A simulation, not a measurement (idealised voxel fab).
You're looking at the process module voxel self aligned vias.
The width of the displayed cross-section, cut, is 210 nm; its cells are square, with a size of 5 nm.
Heads up, the way a cross-section reads in here is a grid of square cells, handed over as bands from the top down, with every band being one or more rows of cells. Quick guide to a band line: top height, bottom height (nm) up front; then every material left to right with its width in nm. Only one material and it's marked "throughout"? Then it fills the band edge to edge. And "blank" just means empty space. Counting heights begins at 0, where everything beneath is, in the wafer as received, one material. The lowest band has no bottom; it goes on downwards, as "top 0, no bottom" shows. Per-row width for "30->40": begins at first number (top row of band), ends at second number (bottom row), increment between rows held constant. Where a step carries "identical to before", the cross-section came out of it unchanged, cell for cell. Heads up: "Enclosed cavities" only lists the empty pockets with no open path to the top that are 8 cells or more, and it writes them as width x height at distance, distance from the left edge, in nm. Read whatever lies past the settings on a step's line as the simulator's own remark about the step. Steps that use a mask can have "overlay nm" on their line. It says how far the mask sat to the right of where it was meant to be. Negative means to the left.
# List of planned process steps
1. RECEIVE, material Si
2. CONFORMAL_DEP, material SiO2, thk nm 15
3. CONFORMAL_DEP, material SiCN, thk nm 5
4. DIRECTIONAL_DEP, material SiO2, thk nm 20
5. PATTERN, tone open, mask id LINES, material resist, width nm 30, pitch nm 80, thk nm 15, overlay nm 0
6. DIRECTIONAL_ETCH, etch materials SiO2, depth nm 20
7. STRIP, etch materials resist
8. CONFORMAL_DEP, material TiN, thk nm 5
9. FILL_DEP, material Ru, thk nm 5
10. CMP, height nm 40
11. SELECTIVE_ETCH, etch materials W Ru TiN, depth nm 5
12. FILL_DEP, material SiN, thk nm 10
13. CMP, height nm 30
14. DIRECTIONAL_DEP, material SiO2, thk nm 15
15. MASKED_ETCH, tone open, mask id VIAS, width nm 50, pitch nm 80, etch materials SiO2, depth nm 15, overlay nm 0
16. MASKED_ETCH, tone open, mask id VIAS, width nm 50, pitch nm 80, etch materials SiN, depth nm 5, overlay nm 0
17. CONFORMAL_DEP, material TiN, thk nm 5
18. FILL_DEP, material Cu, thk nm 5
19. CMP, height nm 55
20. CONFORMAL_DEP, material SiCN, thk nm 5
varied across the wafers: height nm of step 13. The plan shows the first wafer's value. All wafers start alike
# Cross-section of the first of several wafers on receipt, reflecting completion of step 1
top 0, no bottom  Si throughout
Enclosed cavities: none
# First of several wafers: cross-section at the end of the module, after step 20, its last step
top 60, bottom 55  SiCN throughout
top 55, bottom 50  Cu throughout
top 50, bottom 45  45 TiN | 40 Cu | 40 TiN | 40 Cu | 45 TiN
top 45, bottom 35  40 SiO2 | 5 TiN | 40 Cu | 5 TiN | 30 SiO2 | 5 TiN | 40 Cu | 5 TiN | 40 SiO2
top 35, bottom 30  40 SiO2 | 50 TiN | 30 SiO2 | 50 TiN | 40 SiO2
top 30, bottom 25  50 SiO2 | 5 TiN | 20 Ru | 5 TiN | 50 SiO2 | 5 TiN | 20 Ru | 5 TiN | 50 SiO2
top 25, bottom 20  50 SiO2 | 30 TiN | 50 SiO2 | 30 TiN | 50 SiO2
top 20, bottom 15  SiCN throughout
top 15, bottom 0  SiO2 throughout
top 0, no bottom  Si throughout
Enclosed cavities: none
# Cross-section of the last wafer at end of module
top 60, bottom 55  SiCN throughout
top 55, bottom 50  40 SiO2 | 5 TiN | 40 Cu | 5 TiN | 30 SiO2 | 5 TiN | 40 Cu | 5 TiN | 40 SiO2
top 50, bottom 45  40 SiN | 50 TiN | 30 SiN | 50 TiN | 40 SiN
top 45, bottom 40  SiN throughout
top 40, bottom 35  50 SiO2 | 30 SiN | 50 SiO2 | 30 SiN | 50 SiO2
top 35, bottom 25  50 SiO2 | 5 TiN | 20 Ru | 5 TiN | 50 SiO2 | 5 TiN | 20 Ru | 5 TiN | 50 SiO2
top 25, bottom 20  50 SiO2 | 30 TiN | 50 SiO2 | 30 TiN | 50 SiO2
top 20, bottom 15  SiCN throughout
top 15, bottom 0  SiO2 throughout
top 0, no bottom  Si throughout
Enclosed cavities: none
# So in this table every wafer gets its own row, and what you see is where it stands at the end of the module: for each material, how many cells it picked up (+) or gave up (-) since we received it, and after that its closed voids
height nm 30, +90 Cu, +8 Ru, +84 SiCN, +252 SiO2, +70 TiN, Enclosed cavities: none
height nm 35, +48 Cu, +16 Ru, +84 SiCN, +282 SiO2, +74 TiN, Enclosed cavities: none
height nm 40, +40 Cu, +16 Ru, +84 SiCN, +312 SiO2, +52 TiN, Enclosed cavities: none
height nm 45, +32 Cu, +16 Ru, +84 SiCN, +34 SiN, +290 SiO2, +48 TiN, Enclosed cavities: none
height nm 50, +16 Cu, +16 Ru, +84 SiCN, +76 SiN, +268 SiO2, +44 TiN, Enclosed cavities: none
